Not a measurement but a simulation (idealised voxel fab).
process module | voxel wiring stack
cross-section cut | 145 nm wide | cells 5 nm
A cross-section is a grid of square cells, given in bands from the top down. A band is one or more rows of cells.
Each band's line starts with the height of the band's top and of its bottom, in nm. Then come its materials from left to right, each with its width in nm. One material with "throughout" fills the band from edge to edge. "air" is empty space.
Height 0 is the level under which the wafer as received is all one material. The lowest band goes on downwards, as in "0 down".
A width such as "30 to 40" changes by the same amount from each row of cells to the next, from the band's top row to its bottom row.
"no change" after a step means that no cell of the cross-section changed.
closed voids: empty space of 8 cells or more with no open way to the top, each as width x height at its distance from the left edge, in nm
after a step's settings: what the simulator itself notes on the step
overlay nm, on a step with a mask: how far to the right of its planned place the mask lay; to the left if negative
Each pair below shows a cross-section before one step and the cross-section after it, down to the lowest band that changed. The line under each pair gives the step between them, with its settings. The pairs can come from different runs of this module on the same starting wafer, so a pair continues from the pair above only where its "before" says so.
before
  0 down: Si throughout
  closed voids: none
after
  10 to 0: SiO2 throughout
  below 0: unchanged
  closed voids: none
the step between: op CONFORMAL_DEP | material SiO2 | thk nm 10
before: the cross-section after the pair above
after
  15 to 10: TiN throughout
  below 10: unchanged
  closed voids: none
the step between: op DIRECTIONAL_DEP | material TiN | thk nm 5
before: the cross-section after the pair above
after
  35 to 15: Ru throughout
  below 15: unchanged
  closed voids: none
the step between: op DIRECTIONAL_DEP | material Ru | thk nm 20
before: the cross-section after the pair above
after
  55 to 35: air 30 | resist 30 | air 25 | resist 30 | air 30
  below 35: unchanged
  closed voids: none
the step between: op PATTERN | tone cover | mask id METAL_1 | material resist | width nm 30 | pitch nm 55 | thk nm 20 | overlay nm 0
before: the cross-section after the pair above
after
  55 to 35: air 30 | resist 30 | air 25 | resist 30 | air 30
  35 to 15: air 30 | Ru 30 | air 25 | Ru 30 | air 30
  below 15: unchanged
  closed voids: none
the step between: op DIRECTIONAL_ETCH | etch materials Ru | depth nm 20
before: the cross-section after the pair above
after
  55 to 35: air 30 | resist 30 | air 25 | resist 30 | air 30
  35 to 15: air 30 | Ru 30 | air 25 | Ru 30 | air 30
  15 to 10: air 30 | TiN 30 | air 25 | TiN 30 | air 30
  below 10: unchanged
  closed voids: none
the step between: op DIRECTIONAL_ETCH | etch materials TiN | depth nm 5
before: the cross-section after the pair above
after
  35 to 15: air 30 | Ru 30 | air 25 | Ru 30 | air 30
  below 15: unchanged
  closed voids: none
the step between: op STRIP | etch materials resist
before: the cross-section after the pair above
after
  40 to 35: air 25 | SiCN 40 | air 15 | SiCN 40 | air 25
  35 to 15: air 25 | SiCN 5 | Ru 30 | SiCN 5 | air 15 | SiCN 5 | Ru 30 | SiCN 5 | air 25
  15 to 10: SiCN 30 | TiN 30 | SiCN 25 | TiN 30 | SiCN 30
  below 10: unchanged
  closed voids: none
the step between: op CONFORMAL_DEP | material SiCN | thk nm 5
before: the cross-section after the pair above
after
  50 to 40: SiO2 throughout
  40 to 35: SiO2 25 | SiCN 40 | SiO2 15 | SiCN 40 | SiO2 25
  35 to 15: SiO2 25 | SiCN 5 | Ru 30 | SiCN 5 | SiO2 15 | SiCN 5 | Ru 30 | SiCN 5 | SiO2 25
  below 15: unchanged
  closed voids: none
the step between: op FILL_DEP | material SiO2 | thk nm 10
before: the cross-section after the pair above
after
  35 to 15: SiO2 25 | SiCN 5 | Ru 30 | SiCN 5 | SiO2 15 | SiCN 5 | Ru 30 | SiCN 5 | SiO2 25
  below 15: unchanged
  closed voids: none
the step between: op CMP | height nm 35
before: the cross-section after the pair above
after
  40 to 35: SiCN throughout
  below 35: unchanged
  closed voids: none
the step between: op CONFORMAL_DEP | material SiCN | thk nm 5
before: the cross-section after the pair above
after
  50 to 40: SiO2 throughout
  below 40: unchanged
  closed voids: none
the step between: op DIRECTIONAL_DEP | material SiO2 | thk nm 10
before: the cross-section after the pair above
after
  50 to 40: SiO2 30 | air 15 | SiO2 100
  below 40: unchanged
  closed voids: none
the step between: op MASKED_ETCH | tone open | mask id PLUG_1 | width nm 15 | etch materials SiO2 | depth nm 10 | overlay nm 0
before: the cross-section after the pair above
after
  50 to 40: SiO2 30 | air 15 | SiO2 100
  40 to 35: SiCN 30 | air 15 | SiCN 100
  below 35: unchanged
  closed voids: none
the step between: op MASKED_ETCH | tone open | mask id PLUG_1 | width nm 15 | etch materials SiCN | depth nm 5 | overlay nm 0
before: the cross-section after the pair above
after
  55 to 50: TiN 35 | air 5 | TiN 105
  50 to 40: SiO2 30 | TiN 5 | air 5 | TiN 5 | SiO2 100
  40 to 35: SiCN 30 | TiN 15 | SiCN 100
  below 35: unchanged
  closed voids: none
the step between: op CONFORMAL_DEP | material TiN | thk nm 5
before: the cross-section after the pair above
after
  65 to 55: W throughout
  55 to 50: TiN 35 | W 5 | TiN 105
  50 to 40: SiO2 30 | TiN 5 | W 5 | TiN 5 | SiO2 100
  below 40: unchanged
  closed voids: none
the step between: op FILL_DEP | material W | thk nm 10
before: the cross-section after the pair above
after
  50 to 40: SiO2 30 | TiN 5 | W 5 | TiN 5 | SiO2 100
  below 40: unchanged
  closed voids: none
the step between: op CMP | height nm 50
before: the cross-section after the pair above
after
  55 to 50: SiCN throughout
  below 50: unchanged
  closed voids: none
the step between: op CONFORMAL_DEP | material SiCN | thk nm 5
before: the cross-section after the pair above
after
  75 to 55: lowk throughout
  below 55: unchanged
  closed voids: none
the step between: op DIRECTIONAL_DEP | material lowk | thk nm 20
before: the cross-section after the pair above
after
  85 to 75: aC throughout
  below 75: unchanged
  closed voids: none
the step between: op DIRECTIONAL_DEP | material aC | thk nm 10
before: the cross-section after the pair above
after
  115 to 85: resist 30 | air 30 | resist 25 | air 30 | resist 30
  below 85: unchanged
  closed voids: none
the step between: op PATTERN | tone open | mask id METAL_2 | material resist | width nm 30 | pitch nm 55 | thk nm 30 | overlay nm 0
before: the cross-section after the pair above
after
  105 to 85: resist 30 | air 30 | resist 25 | air 30 | resist 30
  85 to 75: aC 30 | air 30 | aC 25 | air 30 | aC 30
  below 75: unchanged
  closed voids: none
the step between: op DIRECTIONAL_ETCH | etch materials aC | depth nm 10
before: the cross-section after the pair above
after
  85 to 75: aC 30 | air 30 | aC 25 | air 30 | aC 30
  below 75: unchanged
  closed voids: none
the step between: op STRIP | etch materials resist
before: the cross-section after the pair above
after
  85 to 75: aC 30 | air 30 | aC 25 | air 30 | aC 30
  75 to 55: lowk 30 | air 30 | lowk 25 | air 30 | lowk 30
  below 55: unchanged
  closed voids: none
the step between: op DIRECTIONAL_ETCH | etch materials lowk | depth nm 20
before: the cross-section after the pair above
after
  85 to 75: aC 30 | air 30 | aC 25 | air 30 | aC 30
  75 to 55: lowk 30 | air 30 | lowk 25 | air 30 | lowk 30
  55 to 50: SiCN 30 | air 30 | SiCN 25 | air 30 | SiCN 30
  below 50: unchanged
  closed voids: none
the step between: op DIRECTIONAL_ETCH | etch materials SiCN | depth nm 5
before: the cross-section after the pair above
after
  75 to 55: lowk 30 | air 30 | lowk 25 | air 30 | lowk 30
  below 55: unchanged
  closed voids: none
the step between: op STRIP | etch materials aC
before: the cross-section after the pair above
after
  80 to 75: TiN 35 | air 20 | TiN 35 | air 20 | TiN 35
  75 to 55: lowk 30 | TiN 5 | air 20 | TiN 5 | lowk 25 | TiN 5 | air 20 | TiN 5 | lowk 30
  55 to 50: SiCN 30 | TiN 30 | SiCN 25 | TiN 30 | SiCN 30
  below 50: unchanged
  closed voids: none
the step between: op CONFORMAL_DEP | material TiN | thk nm 5
before: the cross-section after the pair above
after
  85 to 80: Cu throughout
  80 to 75: TiN 35 | Cu 20 | TiN 35 | Cu 20 | TiN 35
  75 to 55: lowk 30 | TiN 5 | Cu 20 | TiN 5 | lowk 25 | TiN 5 | Cu 20 | TiN 5 | lowk 30
  below 55: unchanged
  closed voids: none
the step between: op FILL_DEP | material Cu | thk nm 5
before: the cross-section after the pair above
after
  75 to 55: lowk 30 | TiN 5 | Cu 20 | TiN 5 | lowk 25 | TiN 5 | Cu 20 | TiN 5 | lowk 30
  below 55: unchanged
  closed voids: none
the step between: op CMP | height nm 75
before: the cross-section after the pair above
after
  80 to 75: SiCN throughout
  below 75: unchanged
  closed voids: none
the step between: op CONFORMAL_DEP | material SiCN | thk nm 5
before: the cross-section after the pair above
after
  100 to 80: SiO2 throughout
  below 80: unchanged
  closed voids: none
the step between: op DIRECTIONAL_DEP | material SiO2 | thk nm 20
before: the cross-section after the pair above
after
  110 to 100: aC throughout
  below 100: unchanged
  closed voids: none
the step between: op DIRECTIONAL_DEP | material aC | thk nm 10
before: the cross-section after the pair above
after
  140 to 110: resist 30 | air 15 | resist 40 | air 15 | resist 45
  below 110: unchanged
  closed voids: none
the step between: op PATTERN | tone open | mask id PLUG_2 | material resist | width nm 15 | pitch nm 55 | thk nm 30 | overlay nm 0
before: the cross-section after the pair above
after
  130 to 110: resist 30 | air 15 | resist 40 | air 15 | resist 45
  110 to 100: aC 30 | air 15 | aC 40 | air 15 | aC 45
  below 100: unchanged
  closed voids: none
the step between: op DIRECTIONAL_ETCH | etch materials aC | depth nm 10
before: the cross-section after the pair above
after
  110 to 100: aC 30 | air 15 | aC 40 | air 15 | aC 45
  below 100: unchanged
  closed voids: none
the step between: op STRIP | etch materials resist
before: the cross-section after the pair above
after
  110 to 100: aC 30 | air 15 | aC 40 | air 15 | aC 45
  100 to 80: SiO2 30 | air 15 | SiO2 40 | air 15 | SiO2 45
  below 80: unchanged
  closed voids: none
the step between: op DIRECTIONAL_ETCH | etch materials SiO2 | depth nm 20
before: the cross-section after the pair above
after
  110 to 100: aC 30 | air 15 | aC 40 | air 15 | aC 45
  100 to 80: SiO2 30 | air 15 | SiO2 40 | air 15 | SiO2 45
  80 to 75: SiCN 30 | air 15 | SiCN 40 | air 15 | SiCN 45
  below 75: unchanged
  closed voids: none
the step between: op DIRECTIONAL_ETCH | etch materials SiCN | depth nm 5
before: the cross-section after the pair above
after
  100 to 80: SiO2 30 | air 15 | SiO2 40 | air 15 | SiO2 45
  below 80: unchanged
  closed voids: none
the step between: op STRIP | etch materials aC
before: the cross-section after the pair above
after
  105 to 100: TiN 35 | air 5 | TiN 50 | air 5 | TiN 50
  100 to 80: SiO2 30 | TiN 5 | air 5 | TiN 5 | SiO2 40 | TiN 5 | air 5 | TiN 5 | SiO2 45
  80 to 75: SiCN 30 | TiN 15 | SiCN 40 | TiN 15 | SiCN 45
  below 75: unchanged
  closed voids: none
the step between: op CONFORMAL_DEP | material TiN | thk nm 5
before: the cross-section after the pair above
after
  115 to 105: W throughout
  105 to 100: TiN 35 | W 5 | TiN 50 | W 5 | TiN 50
  100 to 80: SiO2 30 | TiN 5 | W 5 | TiN 5 | SiO2 40 | TiN 5 | W 5 | TiN 5 | SiO2 45
  below 80: unchanged
  closed voids: none
the step between: op FILL_DEP | material W | thk nm 10
before: the cross-section after the pair above
after
  100 to 80: SiO2 30 | TiN 5 | W 5 | TiN 5 | SiO2 40 | TiN 5 | W 5 | TiN 5 | SiO2 45
  below 80: unchanged
  closed voids: none
the step between: op CMP | height nm 100
before: the cross-section after the pair above
after
  105 to 100: TiN throughout
  below 100: unchanged
  closed voids: none
the step between: op DIRECTIONAL_DEP | material TiN | thk nm 5
before: the cross-section after the pair above
after
  130 to 105: Ru throughout
  below 105: unchanged
  closed voids: none
the step between: op DIRECTIONAL_DEP | material Ru | thk nm 25
before: the cross-section after the pair above
after
  130 to 105: air 30 | Ru 30 | air 25 | Ru 30 | air 30
  below 105: unchanged
  closed voids: none
the step between: op MASKED_ETCH | tone cover | mask id METAL_3 | width nm 30 | pitch nm 55 | etch materials Ru | depth nm 25 | overlay nm 0
before: the cross-section after the pair above
after
  130 to 105: air 30 | Ru 30 | air 25 | Ru 30 | air 30
  105 to 100: air 30 | TiN 30 | air 25 | TiN 30 | air 30
  below 100: unchanged
  closed voids: none
the step between: op MASKED_ETCH | tone cover | mask id METAL_3 | width nm 30 | pitch nm 55 | etch materials TiN | depth nm 5 | overlay nm 0
before: the cross-section after the pair above
after
  140 to 130: SiO2 throughout
  130 to 105: SiO2 30 | Ru 30 | SiO2 25 | Ru 30 | SiO2 30
  105 to 100: SiO2 30 | TiN 30 | SiO2 25 | TiN 30 | SiO2 30
  below 100: unchanged
  closed voids: none
the step between: op FILL_DEP | material SiO2 | thk nm 10
before: the cross-section after the pair above
after
  130 to 105: SiO2 30 | Ru 30 | SiO2 25 | Ru 30 | SiO2 30
  below 105: unchanged
  closed voids: none
the step between: op CMP | height nm 130
before: the cross-section after the pair above
after
  135 to 130: SiN throughout
  below 130: unchanged
  closed voids: none
the step between: op CONFORMAL_DEP | material SiN | thk nm 5
before
  40 to 35: SiCN throughout
  35 to 15: SiO2 25 | SiCN 5 | Ru 30 | SiCN 5 | SiO2 15 | SiCN 5 | Ru 30 | SiCN 5 | SiO2 25
  15 to 10: SiCN 30 | TiN 30 | SiCN 25 | TiN 30 | SiCN 30
  10 to 0: SiO2 throughout
  0 down: Si throughout
  closed voids: none
after
  40 to 35: SiCN 30 | air 15 | SiCN 100
  below 35: unchanged
  closed voids: none
the step between: op MASKED_ETCH | tone open | mask id PLUG_1 | width nm 15 | etch materials SiCN | depth nm 5 | overlay nm 0
before: the cross-section after the pair above
after
  45 to 40: TiN 35 | air 5 | TiN 105
  40 to 35: SiCN 30 | TiN 15 | SiCN 100
  below 35: unchanged
  closed voids: none
the step between: op CONFORMAL_DEP | material TiN | thk nm 5
before: the cross-section after the pair above
after
  55 to 45: W throughout
  45 to 40: TiN 35 | W 5 | TiN 105
  below 40: unchanged
  closed voids: none
the step between: op FILL_DEP | material W | thk nm 10
before: the cross-section after the pair above
after
  50 to 45: W throughout
  below 45: unchanged
  closed voids: none
the step between: op CMP | height nm 50
before: the cross-section after the pair above
after
  55 to 50: SiCN throughout
  below 50: unchanged
  closed voids: none
the step between: op CONFORMAL_DEP | material SiCN | thk nm 5
before: the cross-section after the pair above
after
  75 to 55: lowk throughout
  below 55: unchanged
  closed voids: none
the step between: op DIRECTIONAL_DEP | material lowk | thk nm 20
before: the cross-section after the pair above
after
  85 to 75: aC throughout
  below 75: unchanged
  closed voids: none
the step between: op DIRECTIONAL_DEP | material aC | thk nm 10
before: the cross-section after the pair above
after
  115 to 85: resist 30 | air 30 | resist 25 | air 30 | resist 30
  below 85: unchanged
  closed voids: none
the step between: op PATTERN | tone open | mask id METAL_2 | material resist | width nm 30 | pitch nm 55 | thk nm 30 | overlay nm 0
before: the cross-section after the pair above
after
  105 to 85: resist 30 | air 30 | resist 25 | air 30 | resist 30
  85 to 75: aC 30 | air 30 | aC 25 | air 30 | aC 30
  below 75: unchanged
  closed voids: none
the step between: op DIRECTIONAL_ETCH | etch materials aC | depth nm 10
before: the cross-section after the pair above
after
  85 to 75: aC 30 | air 30 | aC 25 | air 30 | aC 30
  below 75: unchanged
  closed voids: none
the step between: op STRIP | etch materials resist
before: the cross-section after the pair above
after
  85 to 75: aC 30 | air 30 | aC 25 | air 30 | aC 30
  75 to 55: lowk 30 | air 30 | lowk 25 | air 30 | lowk 30
  below 55: unchanged
  closed voids: none
the step between: op DIRECTIONAL_ETCH | etch materials lowk | depth nm 20
before: the cross-section after the pair above
after
  85 to 75: aC 30 | air 30 | aC 25 | air 30 | aC 30
  75 to 55: lowk 30 | air 30 | lowk 25 | air 30 | lowk 30
  55 to 50: SiCN 30 | air 30 | SiCN 25 | air 30 | SiCN 30
  below 50: unchanged
  closed voids: none
the step between: op DIRECTIONAL_ETCH | etch materials SiCN | depth nm 5
before: the cross-section after the pair above
after
  75 to 55: lowk 30 | air 30 | lowk 25 | air 30 | lowk 30
  below 55: unchanged
  closed voids: none
the step between: op STRIP | etch materials aC
before: the cross-section after the pair above
after
  80 to 75: TiN 35 | air 20 | TiN 35 | air 20 | TiN 35
  75 to 55: lowk 30 | TiN 5 | air 20 | TiN 5 | lowk 25 | TiN 5 | air 20 | TiN 5 | lowk 30
  55 to 50: SiCN 30 | TiN 30 | SiCN 25 | TiN 30 | SiCN 30
  below 50: unchanged
  closed voids: none
the step between: op CONFORMAL_DEP | material TiN | thk nm 5
before: the cross-section after the pair above
after
  85 to 80: Cu throughout
  80 to 75: TiN 35 | Cu 20 | TiN 35 | Cu 20 | TiN 35
  75 to 55: lowk 30 | TiN 5 | Cu 20 | TiN 5 | lowk 25 | TiN 5 | Cu 20 | TiN 5 | lowk 30
  below 55: unchanged
  closed voids: none
the step between: op FILL_DEP | material Cu | thk nm 5
before: the cross-section after the pair above
after
  75 to 55: lowk 30 | TiN 5 | Cu 20 | TiN 5 | lowk 25 | TiN 5 | Cu 20 | TiN 5 | lowk 30
  below 55: unchanged
  closed voids: none
the step between: op CMP | height nm 75
before: the cross-section after the pair above
after
  80 to 75: SiCN throughout
  below 75: unchanged
  closed voids: none
the step between: op CONFORMAL_DEP | material SiCN | thk nm 5
before: the cross-section after the pair above
after
  100 to 80: SiO2 throughout
  below 80: unchanged
  closed voids: none
the step between: op DIRECTIONAL_DEP | material SiO2 | thk nm 20
before: the cross-section after the pair above
after
  110 to 100: aC throughout
  below 100: unchanged
  closed voids: none
the step between: op DIRECTIONAL_DEP | material aC | thk nm 10
before: the cross-section after the pair above
after
  140 to 110: resist 30 | air 15 | resist 40 | air 15 | resist 45
  below 110: unchanged
  closed voids: none
the step between: op PATTERN | tone open | mask id PLUG_2 | material resist | width nm 15 | pitch nm 55 | thk nm 30 | overlay nm 0
before: the cross-section after the pair above
after
  130 to 110: resist 30 | air 15 | resist 40 | air 15 | resist 45
  110 to 100: aC 30 | air 15 | aC 40 | air 15 | aC 45
  below 100: unchanged
  closed voids: none
the step between: op DIRECTIONAL_ETCH | etch materials aC | depth nm 10
before: the cross-section after the pair above
after
  110 to 100: aC 30 | air 15 | aC 40 | air 15 | aC 45
  below 100: unchanged
  closed voids: none
the step between: op STRIP | etch materials resist
before: the cross-section after the pair above
after
  110 to 100: aC 30 | air 15 | aC 40 | air 15 | aC 45
  100 to 80: SiO2 30 | air 15 | SiO2 40 | air 15 | SiO2 45
  below 80: unchanged
  closed voids: none
the step between: op DIRECTIONAL_ETCH | etch materials SiO2 | depth nm 20
before: the cross-section after the pair above
after
  110 to 100: aC 30 | air 15 | aC 40 | air 15 | aC 45
  100 to 80: SiO2 30 | air 15 | SiO2 40 | air 15 | SiO2 45
  80 to 75: SiCN 30 | air 15 | SiCN 40 | air 15 | SiCN 45
  below 75: unchanged
  closed voids: none
the step between: op DIRECTIONAL_ETCH | etch materials SiCN | depth nm 5
before: the cross-section after the pair above
after
  100 to 80: SiO2 30 | air 15 | SiO2 40 | air 15 | SiO2 45
  below 80: unchanged
  closed voids: none
the step between: op STRIP | etch materials aC
before: the cross-section after the pair above
after
  105 to 100: TiN 35 | air 5 | TiN 50 | air 5 | TiN 50
  100 to 80: SiO2 30 | TiN 5 | air 5 | TiN 5 | SiO2 40 | TiN 5 | air 5 | TiN 5 | SiO2 45
  80 to 75: SiCN 30 | TiN 15 | SiCN 40 | TiN 15 | SiCN 45
  below 75: unchanged
  closed voids: none
the step between: op CONFORMAL_DEP | material TiN | thk nm 5
before: the cross-section after the pair above
after
  115 to 105: W throughout
  105 to 100: TiN 35 | W 5 | TiN 50 | W 5 | TiN 50
  100 to 80: SiO2 30 | TiN 5 | W 5 | TiN 5 | SiO2 40 | TiN 5 | W 5 | TiN 5 | SiO2 45
  below 80: unchanged
  closed voids: none
the step between: op FILL_DEP | material W | thk nm 10
before: the cross-section after the pair above
after
  100 to 80: SiO2 30 | TiN 5 | W 5 | TiN 5 | SiO2 40 | TiN 5 | W 5 | TiN 5 | SiO2 45
  below 80: unchanged
  closed voids: none
the step between: op CMP | height nm 100
before: the cross-section after the pair above
after
  105 to 100: TiN throughout
  below 100: unchanged
  closed voids: none
the step between: op DIRECTIONAL_DEP | material TiN | thk nm 5
before: the cross-section after the pair above
after
  130 to 105: Ru throughout
  below 105: unchanged
  closed voids: none
the step between: op DIRECTIONAL_DEP | material Ru | thk nm 25
before: the cross-section after the pair above
after
  130 to 105: air 30 | Ru 30 | air 25 | Ru 30 | air 30
  below 105: unchanged
  closed voids: none
the step between: op MASKED_ETCH | tone cover | mask id METAL_3 | width nm 30 | pitch nm 55 | etch materials Ru | depth nm 25 | overlay nm 0
before: the cross-section after the pair above
after
  130 to 105: air 30 | Ru 30 | air 25 | Ru 30 | air 30
  105 to 100: air 30 | TiN 30 | air 25 | TiN 30 | air 30
  below 100: unchanged
  closed voids: none
the step between: op MASKED_ETCH | tone cover | mask id METAL_3 | width nm 30 | pitch nm 55 | etch materials TiN | depth nm 5 | overlay nm 0
before: the cross-section after the pair above
after
  140 to 130: SiO2 throughout
  130 to 105: SiO2 30 | Ru 30 | SiO2 25 | Ru 30 | SiO2 30
  105 to 100: SiO2 30 | TiN 30 | SiO2 25 | TiN 30 | SiO2 30
  below 100: unchanged
  closed voids: none
the step between: op FILL_DEP | material SiO2 | thk nm 10
before: the cross-section after the pair above
after
  130 to 105: SiO2 30 | Ru 30 | SiO2 25 | Ru 30 | SiO2 30
  below 105: unchanged
  closed voids: none
the step between: op CMP | height nm 130
before: the cross-section after the pair above
after
  135 to 130: SiN throughout
  below 130: unchanged
  closed voids: none
the step between: op CONFORMAL_DEP | material SiN | thk nm 5
before
  105 to 85: resist 30 | air 30 | resist 25 | air 30 | resist 30
  85 to 75: aC 30 | air 30 | aC 25 | air 30 | aC 30
  75 to 55: lowk throughout
  55 to 50: SiCN throughout
  50 to 40: SiO2 30 | TiN 5 | W 5 | TiN 5 | SiO2 100
  40 to 35: SiCN 30 | TiN 15 | SiCN 100
  35 to 15: SiO2 25 | SiCN 5 | Ru 30 | SiCN 5 | SiO2 15 | SiCN 5 | Ru 30 | SiCN 5 | SiO2 25
  15 to 10: SiCN 30 | TiN 30 | SiCN 25 | TiN 30 | SiCN 30
  10 to 0: SiO2 throughout
  0 down: Si throughout
  closed voids: none
after
  95 to 85: resist 30 | air 30 | resist 25 | air 30 | resist 30
  below 85: unchanged
  closed voids: none
the step between: op DIRECTIONAL_ETCH | etch materials aC | depth nm 10
before: the cross-section after the pair above
after
  85 to 75: aC 30 | air 30 | aC 25 | air 30 | aC 30
  below 75: unchanged
  closed voids: none
the step between: op STRIP | etch materials resist
before
  100 to 80: SiO2 30 | TiN 5 | W 5 | TiN 5 | SiO2 40 | TiN 5 | W 5 | TiN 5 | SiO2 45
  80 to 75: SiCN 30 | TiN 15 | SiCN 40 | TiN 15 | SiCN 45
  75 to 55: lowk 30 | TiN 5 | Cu 20 | TiN 5 | lowk 25 | TiN 5 | Cu 20 | TiN 5 | lowk 30
  55 to 50: SiCN 30 | TiN 30 | SiCN 25 | TiN 30 | SiCN 30
  50 to 40: SiO2 30 | TiN 5 | W 5 | TiN 5 | SiO2 100
  40 to 35: SiCN 30 | TiN 15 | SiCN 100
  35 to 15: SiO2 25 | SiCN 5 | Ru 30 | SiCN 5 | SiO2 15 | SiCN 5 | Ru 30 | SiCN 5 | SiO2 25
  15 to 10: SiCN 30 | TiN 30 | SiCN 25 | TiN 30 | SiCN 30
  10 to 0: SiO2 throughout
  0 down: Si throughout
  closed voids: none
after
  125 to 100: Ru throughout
  below 100: unchanged
  closed voids: none
the step between: op DIRECTIONAL_DEP | material Ru | thk nm 25
before: the cross-section after the pair above
after
  130 to 125: TiN throughout
  below 125: unchanged
  closed voids: none
the step between: op DIRECTIONAL_DEP | material TiN | thk nm 5
before: the cross-section after the pair above
after
  130 to 125: air 30 | TiN 30 | air 25 | TiN 30 | air 30
  below 125: unchanged
  closed voids: none
the step between: op MASKED_ETCH | tone cover | mask id METAL_3 | width nm 30 | pitch nm 55 | etch materials TiN | depth nm 5 | overlay nm 0
before: the cross-section after the pair above
after
  140 to 130: SiO2 throughout
  130 to 125: SiO2 30 | TiN 30 | SiO2 25 | TiN 30 | SiO2 30
  below 125: unchanged
  closed voids: none
the step between: op FILL_DEP | material SiO2 | thk nm 10
before: the cross-section after the pair above
after
  130 to 125: SiO2 30 | TiN 30 | SiO2 25 | TiN 30 | SiO2 30
  below 125: unchanged
  closed voids: none
the step between: op CMP | height nm 130
before: the cross-section after the pair above
after
  135 to 130: SiN throughout
  below 130: unchanged
  closed voids: none
the step between: op CONFORMAL_DEP | material SiN | thk nm 5
before
  0 down: Si throughout
  closed voids: none
after
  5 to 0: SiO2 throughout
  below 0: unchanged
  closed voids: none
the step between: op CONFORMAL_DEP | material SiO2 | thk nm 5
before: the cross-section after the pair above
after
  10 to 5: TiN throughout
  below 5: unchanged
  closed voids: none
the step between: op DIRECTIONAL_DEP | material TiN | thk nm 5
before: the cross-section after the pair above
after
  30 to 10: Ru throughout
  below 10: unchanged
  closed voids: none
the step between: op DIRECTIONAL_DEP | material Ru | thk nm 20
before: the cross-section after the pair above
after
  50 to 30: air 30 | resist 30 | air 25 | resist 30 | air 30
  below 30: unchanged
  closed voids: none
the step between: op PATTERN | tone cover | mask id METAL_1 | material resist | width nm 30 | pitch nm 55 | thk nm 20 | overlay nm 0
before: the cross-section after the pair above
after
  50 to 30: air 30 | resist 30 | air 25 | resist 30 | air 30
  30 to 10: air 30 | Ru 30 | air 25 | Ru 30 | air 30
  below 10: unchanged
  closed voids: none
the step between: op DIRECTIONAL_ETCH | etch materials Ru | depth nm 20
before: the cross-section after the pair above
after
  50 to 30: air 30 | resist 30 | air 25 | resist 30 | air 30
  30 to 10: air 30 | Ru 30 | air 25 | Ru 30 | air 30
  10 to 5: air 30 | TiN 30 | air 25 | TiN 30 | air 30
  below 5: unchanged
  closed voids: none
the step between: op DIRECTIONAL_ETCH | etch materials TiN | depth nm 5
before: the cross-section after the pair above
after
  30 to 10: air 30 | Ru 30 | air 25 | Ru 30 | air 30
  below 10: unchanged
  closed voids: none
the step between: op STRIP | etch materials resist
before: the cross-section after the pair above
after
  35 to 30: air 25 | SiCN 40 | air 15 | SiCN 40 | air 25
  30 to 10: air 25 | SiCN 5 | Ru 30 | SiCN 5 | air 15 | SiCN 5 | Ru 30 | SiCN 5 | air 25
  10 to 5: SiCN 30 | TiN 30 | SiCN 25 | TiN 30 | SiCN 30
  below 5: unchanged
  closed voids: none
the step between: op CONFORMAL_DEP | material SiCN | thk nm 5
before: the cross-section after the pair above
after
  45 to 35: SiO2 throughout
  35 to 30: SiO2 25 | SiCN 40 | SiO2 15 | SiCN 40 | SiO2 25
  30 to 10: SiO2 25 | SiCN 5 | Ru 30 | SiCN 5 | SiO2 15 | SiCN 5 | Ru 30 | SiCN 5 | SiO2 25
  below 10: unchanged
  closed voids: none
the step between: op FILL_DEP | material SiO2 | thk nm 10
before: the cross-section after the pair above
after
  35 to 30: SiO2 25 | SiCN 40 | SiO2 15 | SiCN 40 | SiO2 25
  below 30: unchanged
  closed voids: none
the step between: op CMP | height nm 35
before: the cross-section after the pair above
after
  40 to 35: SiCN throughout
  below 35: unchanged
  closed voids: none
the step between: op CONFORMAL_DEP | material SiCN | thk nm 5
before: the cross-section after the pair above
after
  50 to 40: SiO2 throughout
  below 40: unchanged
  closed voids: none
the step between: op DIRECTIONAL_DEP | material SiO2 | thk nm 10
before: the cross-section after the pair above
after
  50 to 40: SiO2 30 | air 15 | SiO2 100
  below 40: unchanged
  closed voids: none
the step between: op MASKED_ETCH | tone open | mask id PLUG_1 | width nm 15 | etch materials SiO2 | depth nm 10 | overlay nm 0
before: the cross-section after the pair above
after
  50 to 40: SiO2 30 | air 15 | SiO2 100
  40 to 35: SiCN 30 | air 15 | SiCN 100
  below 35: unchanged
  closed voids: none
the step between: op MASKED_ETCH | tone open | mask id PLUG_1 | width nm 15 | etch materials SiCN | depth nm 5 | overlay nm 0
before: the cross-section after the pair above
after
  55 to 50: TiN 35 | air 5 | TiN 105
  50 to 40: SiO2 30 | TiN 5 | air 5 | TiN 5 | SiO2 100
  40 to 35: SiCN 30 | TiN 15 | SiCN 100
  below 35: unchanged
  closed voids: none
the step between: op CONFORMAL_DEP | material TiN | thk nm 5
before: the cross-section after the pair above
after
  65 to 55: W throughout
  55 to 50: TiN 35 | W 5 | TiN 105
  50 to 40: SiO2 30 | TiN 5 | W 5 | TiN 5 | SiO2 100
  below 40: unchanged
  closed voids: none
the step between: op FILL_DEP | material W | thk nm 10
before: the cross-section after the pair above
after
  50 to 40: SiO2 30 | TiN 5 | W 5 | TiN 5 | SiO2 100
  below 40: unchanged
  closed voids: none
the step between: op CMP | height nm 50
before: the cross-section after the pair above
after
  55 to 50: SiCN throughout
  below 50: unchanged
  closed voids: none
the step between: op CONFORMAL_DEP | material SiCN | thk nm 5
before: the cross-section after the pair above
after
  75 to 55: lowk throughout
  below 55: unchanged
  closed voids: none
the step between: op DIRECTIONAL_DEP | material lowk | thk nm 20
before: the cross-section after the pair above
after
  85 to 75: aC throughout
  below 75: unchanged
  closed voids: none
the step between: op DIRECTIONAL_DEP | material aC | thk nm 10
before: the cross-section after the pair above
after
  115 to 85: resist 30 | air 30 | resist 25 | air 30 | resist 30
  below 85: unchanged
  closed voids: none
the step between: op PATTERN | tone open | mask id METAL_2 | material resist | width nm 30 | pitch nm 55 | thk nm 30 | overlay nm 0
before: the cross-section after the pair above
after
  105 to 85: resist 30 | air 30 | resist 25 | air 30 | resist 30
  85 to 75: aC 30 | air 30 | aC 25 | air 30 | aC 30
  below 75: unchanged
  closed voids: none
the step between: op DIRECTIONAL_ETCH | etch materials aC | depth nm 10
before: the cross-section after the pair above
after
  85 to 75: aC 30 | air 30 | aC 25 | air 30 | aC 30
  below 75: unchanged
  closed voids: none
the step between: op STRIP | etch materials resist
before: the cross-section after the pair above
after
  85 to 75: aC 30 | air 30 | aC 25 | air 30 | aC 30
  75 to 55: lowk 30 | air 30 | lowk 25 | air 30 | lowk 30
  below 55: unchanged
  closed voids: none
the step between: op DIRECTIONAL_ETCH | etch materials lowk | depth nm 20
before: the cross-section after the pair above
after
  85 to 75: aC 30 | air 30 | aC 25 | air 30 | aC 30
  75 to 55: lowk 30 | air 30 | lowk 25 | air 30 | lowk 30
  55 to 50: SiCN 30 | air 30 | SiCN 25 | air 30 | SiCN 30
  below 50: unchanged
  closed voids: none
the step between: op DIRECTIONAL_ETCH | etch materials SiCN | depth nm 5
before: the cross-section after the pair above
after
  75 to 55: lowk 30 | air 30 | lowk 25 | air 30 | lowk 30
  below 55: unchanged
  closed voids: none
the step between: op STRIP | etch materials aC
